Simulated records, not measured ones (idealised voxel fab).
You're looking at the process module voxel air gaps.
For reference, the cross-section in this document is cut, with width 185 nm and square cells of 5 nm.
Cross-section, as written here: a square-cell grid given band by band from the top down, where a band holds one or more rows of cells.
Quick guide to a band line: top height, bottom height (nm) up front; then every material left to right with its width in nm. Only one material and it's marked "everywhere"? Then it fills the band edge to edge. And "empty" just means empty space.
Heads up on the height convention: 0 is the point under which the incoming wafer is all one material, and the lowest band has no bottom, it just keeps going down, like "0 nm and below".
The two numbers in a width such as "30..40" mark its ends across the band: the first belongs to the top row of cells, the second to the bottom row, and from each row to the next the width moves by the same amount.
Reading "nothing got changed" for a step: not a cell of the cross-section changed in it.
"Cavities, sealed": sealed empty spaces, 8 cells or more, no open way to top, listed width x height at distance, with distance from the left edge and width, height and distance in nm.
Anything after a step's settings on that line? It's the simulator's own note about the step.
overlay nm: where the mask lay relative to plan, measured to the right, on steps with a mask; negatives go left.

## Process steps (planned)
| 1 | RECEIVE with material Si |
| 2 | CONFORMAL_DEP with material SiO2, thk nm 10 |
| 3 | CONFORMAL_DEP with material SiN, thk nm 5 |
| 4 | DIRECTIONAL_DEP with material lowk, thk nm 40 |
| 5 | PATTERN with tone open, mask id LINES, material resist, width nm 15, pitch nm 40, thk nm 15, overlay nm 0 |
| 6 | DIRECTIONAL_ETCH with etch materials lowk, depth nm 40 |
| 7 | STRIP with etch materials resist |
| 8 | CONFORMAL_DEP with material TiN, thk nm 5 |
| 9 | FILL_DEP with material Ru, thk nm 10 |
| 10 | CMP with height nm 55 |
| 11 | EPI with material Ru, thk nm 10 |
| 12 | SELECTIVE_ETCH with etch materials lowk, depth nm 50 |
| 13 | CONFORMAL_DEP with material SiCN, thk nm 5 |

## Shown in cross-section is the wafer as received, that is, as it stands after step 1
> 0 nm and below = Si everywhere
> Cavities, sealed: none

## First of two wafers, end-of-module section, run followed plan
> 70 nm to 65 nm = 30 nm empty, then 125 nm SiCN, then 30 nm empty
> 65 nm to 55 nm = 30 nm empty, then 5 nm SiCN, then 35 nm Ru, then 5 nm SiCN, then 35 nm Ru, then 5 nm SiCN, then 35 nm Ru, then 5 nm SiCN, then 30 nm empty
> 55 nm to 50 nm = 30 nm empty, then 15 nm SiCN, then 5 nm TiN, then 5 nm Ru, then 5 nm TiN, then 25 nm SiCN, then 5 nm TiN, then 5 nm Ru, then 5 nm TiN, then 25 nm SiCN, then 5 nm TiN, then 5 nm Ru, then 5 nm TiN, then 15 nm SiCN, then 30 nm empty
> 50 nm to 20 nm = 40 nm empty, then 5 nm SiCN, then 5 nm TiN, then 5 nm Ru, then 5 nm TiN, then 5 nm SiCN, then 15 nm empty, then 5 nm SiCN, then 5 nm TiN, then 5 nm Ru, then 5 nm TiN, then 5 nm SiCN, then 15 nm empty, then 5 nm SiCN, then 5 nm TiN, then 5 nm Ru, then 5 nm TiN, then 5 nm SiCN, then 40 nm empty
> 20 nm to 15 nm = 45 nm SiCN, then 15 nm TiN, then 25 nm SiCN, then 15 nm TiN, then 25 nm SiCN, then 15 nm TiN, then 45 nm SiCN
> 15 nm to 10 nm = SiN everywhere
> 10 nm to 0 nm = SiO2 everywhere
> 0 nm and below = Si everywhere
> Cavities, sealed: 15 x 30 at 65; 15 x 30 at 105

## Second wafer cross-section at end of module - shared start and plan with the first, one mistake in the run
> 80 nm to 75 nm = 20 nm empty, then 145 nm SiCN, then 20 nm empty
> 75 nm to 55 nm = 20 nm empty, then 5 nm SiCN, then 135 nm Ru, then 5 nm SiCN, then 20 nm empty
> 55 nm to 50 nm = 20 nm empty, then 25 nm SiCN, then 5 nm TiN, then 5 nm Ru, then 5 nm TiN, then 25 nm lowk, then 5 nm TiN, then 5 nm Ru, then 5 nm TiN, then 25 nm lowk, then 5 nm TiN, then 5 nm Ru, then 5 nm TiN, then 25 nm SiCN, then 20 nm empty
> 50 nm to 20 nm = 40 nm empty, then 5 nm SiCN, then 5 nm TiN, then 5 nm Ru, then 5 nm TiN, then 25 nm lowk, then 5 nm TiN, then 5 nm Ru, then 5 nm TiN, then 25 nm lowk, then 5 nm TiN, then 5 nm Ru, then 5 nm TiN, then 5 nm SiCN, then 40 nm empty
> 20 nm to 15 nm = 45 nm SiCN, then 15 nm TiN, then 25 nm lowk, then 15 nm TiN, then 25 nm lowk, then 15 nm TiN, then 45 nm SiCN
> 15 nm to 10 nm = SiN everywhere
> 10 nm to 0 nm = SiO2 everywhere
> 0 nm and below = Si everywhere
> Cavities, sealed: none
Plan not followed: step 11 of the plan was twice carried out
End of process, cell counts, second wafer against first, materials with more or fewer: Ru +66 | SiCN -36 | lowk +80
At process end, closed voids number 2 in the first wafer and 0 in the second wafer.
